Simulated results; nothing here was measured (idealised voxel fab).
Title: Process Module voxel spacer lines
Cross-section cut spans 220 nm and uses square cells 5 nm in size.
If you're reading a cross-section in this doc, picture square cells in a grid; it comes to you as bands, top ones listed first down to the bottom, and a band can be one or more rows of cells.
Look at the band entry: it leads with the top's height and the bottom's height in nm. Then it lists the materials left to right, with a width in nm for each. The word "all across" on a single material says that material fills the band edge to edge. The word "blank" is empty space.
Height datum 0, below which the as-received substrate wafer is one material. Lowest band open at the bottom, running downward: "from 0 down".
Width: "30->40" (first number = top row, second number = bottom row, same change from row to row of cells).
For the purposes of this document, the phrase "no modification" attached to a step denotes that no cell within the cross-section was modified by that step.
"Trapped voids": empty spaces of 8 cells or more with no open way to the top, each given as width x height at distance, distance from the left edge, all in nm.
Anything after a step's settings on that line? It's the simulator's own note about the step.
The setting "overlay nm" may be written on the line of a step. When the step uses a mask, the value reports how far to the right of the planned place the mask lay, and a negative value reports that it lay to the left.

THE STEPS PLANNED FOR THE PROCESS ARE AS FOLLOWS
step 1: RECEIVE,material Si
step 2: CONFORMAL_DEP,material Al2O3,thk nm 5
step 3: DIRECTIONAL_DEP,material polySi,thk nm 10
step 4: DIRECTIONAL_DEP,material aC,thk nm 25
step 5: PATTERN,tone cover,mask id MANDREL,material resist,width nm 25,pitch nm 80,thk nm 35,overlay nm 0
step 6: DIRECTIONAL_ETCH,etch materials aC,depth nm 25
step 7: STRIP,etch materials resist
step 8: CONFORMAL_DEP,material SiN,thk nm 15
step 9: DIRECTIONAL_ETCH,etch materials SiN,depth nm 5
step 10: STRIP,etch materials aC
step 11: DIRECTIONAL_ETCH,etch materials polySi,depth nm 10
step 12: STRIP,etch materials SiN
Every wafer here starts from the same state; it is the step 9 depth nm that distinguishes them, and the value the plan gives belongs to the first wafer.

HERE'S THE FIRST OF THE WAFERS IN CROSS-SECTION, JUST AS WE GOT IT, I.E. AFTER STEP 1
    from 0 down: Si all across
    Trapped voids: none

HERE IS HOW TO READ THE ROWS: EVERY WAFER HAS A ROW, AND IT SHOWS THE WAFER AT THE END OF THE MODULE, GIVING FOR EACH MATERIAL HOW MANY CELLS WERE GAINED (+) OR LOST (-) SINCE THE WAFER WAS RECEIVED, THEN LISTING ITS CLOSED VOIDS
depth nm 5, +44 Al2O3, +75 aC, +88 polySi, Trapped voids: none
depth nm 10, +44 Al2O3, +75 aC, +88 polySi, Trapped voids: none
depth nm 15, +44 Al2O3, +36 polySi, Trapped voids: none
depth nm 20, +44 Al2O3, +36 polySi, Trapped voids: none
depth nm 25, +44 Al2O3, +36 polySi, Trapped voids: none
depth nm 30, +44 Al2O3, +36 polySi, Trapped voids: none
